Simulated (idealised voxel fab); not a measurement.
The following process module bears the name voxel ribs on slabs.
We display cut, a cross-section 140 nm in width whose square cells are each 5 nm.
Cross-section format: a grid of square cells, given as bands from top to bottom; each band is one or more rows of cells.
For a band, the entry starts with two heights in nm, that of the top and then that of the bottom, and carries on with the band's materials in order from left to right, each alongside its width in nm; the word "throughout" beside a single material means it fills the band edge to edge, and "air" means empty space.
Measure heights from 0. That's the level where, below it, the as-received wafer is all one material. The lowest band is bottomless and extends downward; write it as in "z 0 and below".
The expression "30..40" gives the width at the extremes of the band, the first number at its top row of cells and the second at its bottom row, with the width changing by equal amounts from each row to the next in between.
Where the words "changes: none" appear for a step, the cross-section shows no cell changed by that step; every cell remained as before.
The entry titled "Closed void inventory" provides the empty spaces that have no open way to the top, restricted to those of 8 cells or more. Each is presented as width x height at distance, the distance being measured from the left edge, with all three in nm.
On each step's line, the part that comes after the settings is the simulator's own comment on the step.
Regarding "overlay nm": on a step with a mask, it is the distance the mask lay to the right of its planned place; a negative value places it to the left.
The process steps that were planned are listed below:
- 1: RECEIVE | material Si
- 2: DIRECTIONAL_DEP | material SiO2 | thk nm 25
- 3: DIRECTIONAL_DEP | material polySi | thk nm 25
- 4: MASKED_ETCH | tone cover | mask id RIB | width nm 25 | etch materials polySi | depth nm 20 | overlay nm 0
- 5: MASKED_ETCH | tone cover | mask id SLAB | width nm 75 | etch materials polySi | depth nm 5 | overlay nm 0
- 6: FILL_DEP | material SiO2 | thk nm 15
- 7: CMP | height nm 60
- 8: DIRECTIONAL_DEP | material TiN | thk nm 10
- 9: MASKED_ETCH | tone cover | mask id HEATER | width nm 35 | etch materials TiN | depth nm 10 | overlay nm 0
- 10: CONFORMAL_DEP | material SiO2 | thk nm 5
Among the wafers covered here, the point of difference is the width nm at step 5; their starting state is shared, and the plan presents the value of the first wafer.
Received condition of the first of several wafers, sectioned: post-step 1:
    z 0 and below | Si throughout
    Closed void inventory: none
The figure below presents a cross-section of the first of several wafers at the conclusion of the module, following its last step, step 10:
    z 75 to 70 | 45 nm air | 45 nm SiO2 | 50 nm air
    z 70 to 65 | 45 nm air | 5 nm SiO2 | 35 nm TiN | 5 nm SiO2 | 50 nm air
    z 65 to 60 | 50 nm SiO2 | 35 nm TiN | 55 nm SiO2
    z 60 to 50 | SiO2 throughout
    z 50 to 30 | 55 nm SiO2 | 25 nm polySi | 60 nm SiO2
    z 30 to 25 | 30 nm SiO2 | 75 nm polySi | 35 nm SiO2
    z 25 to 0 | SiO2 throughout
    z 0 and below | Si throughout
    Closed void inventory: none
The last wafer as seen in cross-section at the end of the module:
    z 75 to 70 | 45 nm air | 45 nm SiO2 | 50 nm air
    z 70 to 65 | 45 nm air | 5 nm SiO2 | 35 nm TiN | 5 nm SiO2 | 50 nm air
    z 65 to 60 | 50 nm SiO2 | 35 nm TiN | 55 nm SiO2
    z 60 to 50 | SiO2 throughout
    z 50 to 30 | 55 nm SiO2 | 25 nm polySi | 60 nm SiO2
    z 30 to 25 | 20 nm SiO2 | 100 nm polySi | 20 nm SiO2
    z 25 to 0 | SiO2 throughout
    z 0 and below | Si throughout
    Closed void inventory: none
What follows is a table in which each wafer occupies a row; for the wafer as it stands at the close of the module, the row states, material by material, how many cells have been gained (+) or lost (-) since receipt, and then gives its closed voids:
width nm 75, +333 SiO2, +14 TiN, +35 polySi, Closed void inventory: none
width nm 80, +332 SiO2, +14 TiN, +36 polySi, Closed void inventory: none
width nm 85, +331 SiO2, +14 TiN, +37 polySi, Closed void inventory: none
width nm 90, +330 SiO2, +14 TiN, +38 polySi, Closed void inventory: none
width nm 95, +329 SiO2, +14 TiN, +39 polySi, Closed void inventory: none
width nm 100, +328 SiO2, +14 TiN, +40 polySi, Closed void inventory: none
